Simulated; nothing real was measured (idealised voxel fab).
process module | voxel fin reveal
cross-section cut | 195 nm wide | cells 5 nm
A cross-section is a grid of square cells, given in bands from the top down. A band is one or more rows of cells.
Each band's line starts with the height of the band's top and of its bottom, in nm. Then come its materials from left to right, each with its width in nm. One material with "throughout" fills the band from edge to edge. "air" is empty space.
Height 0 is the level under which the wafer as received is all one material. The lowest band goes on downwards, as in "0 down".
A width such as "30 to 40" changes by the same amount from each row of cells to the next, from the band's top row to its bottom row.
"no change" after a step means that no cell of the cross-section changed.
closed voids: empty space of 8 cells or more with no open way to the top, each as width x height at its distance from the left edge, in nm
after a step's settings: what the simulator itself notes on the step
overlay nm, on a step with a mask: how far to the right of its planned place the mask lay; to the left if negative
plan
1 op RECEIVE | material Si
2 op CONFORMAL_DEP | material SiN | thk nm 5
3 op PATTERN | tone cover | mask id FINS | material resist | width nm 15 | pitch nm 35 | thk nm 20 | overlay nm 0
4 op DIRECTIONAL_ETCH | etch materials SiN | depth nm 5
5 op DIRECTIONAL_ETCH | etch materials Si | depth nm 40
6 op STRIP | etch materials resist
7 op FILL_DEP | material SiO2 | thk nm 10
8 op CMP | height nm 5
9 op SELECTIVE_ETCH | etch materials SiO2 | depth nm 30
10 op STRIP | etch materials SiN
11 op CONFORMAL_DEP | material SiO2 | thk nm 5
first wafer, as planned
as received, after step 1
  0 down: Si throughout
  closed voids: none
after step 2
  5 to 0: SiN throughout
  below 0: unchanged
after step 3
  25 to 5: air 70 | resist 15 | air 20 | resist 15 | air 75
  below 5: unchanged
after step 4
  25 to 5: air 70 | resist 15 | air 20 | resist 15 | air 75
  5 to 0: air 70 | SiN 15 | air 20 | SiN 15 | air 75
  below 0: unchanged
after step 5
  25 to 5: air 70 | resist 15 | air 20 | resist 15 | air 75
  5 to 0: air 70 | SiN 15 | air 20 | SiN 15 | air 75
  0 to -40: air 70 | Si 15 | air 20 | Si 15 | air 75
  below -40: unchanged
after step 6
  5 to 0: air 70 | SiN 15 | air 20 | SiN 15 | air 75
  below 0: unchanged
after step 7
  15 to 5: SiO2 throughout
  5 to 0: SiO2 70 | SiN 15 | SiO2 20 | SiN 15 | SiO2 75
  0 to -40: SiO2 70 | Si 15 | SiO2 20 | Si 15 | SiO2 75
  below -40: unchanged
after step 8
  5 to 0: SiO2 70 | SiN 15 | SiO2 20 | SiN 15 | SiO2 75
  below 0: unchanged
after step 9
  5 to 0: air 70 | SiN 15 | air 20 | SiN 15 | air 75
  0 to -25: air 70 | Si 15 | air 20 | Si 15 | air 75
  below -25: unchanged
after step 10
  0 to -25: air 70 | Si 15 | air 20 | Si 15 | air 75
  below -25: unchanged
after step 11
  5 to 0: air 65 | SiO2 25 | air 10 | SiO2 25 | air 70
  0 to -20: air 65 | SiO2 5 | Si 15 | SiO2 5 | air 10 | SiO2 5 | Si 15 | SiO2 5 | air 70
  -20 to -40: SiO2 70 | Si 15 | SiO2 20 | Si 15 | SiO2 75
  below -40: unchanged
second wafer: like start, like plan, one mistake. Through step 10 it matches the first wafer
when step 11 should have ended: no change
what went wrong: step 11 was left out
at the end the second wafer has, in cells: 59 fewer of SiO2
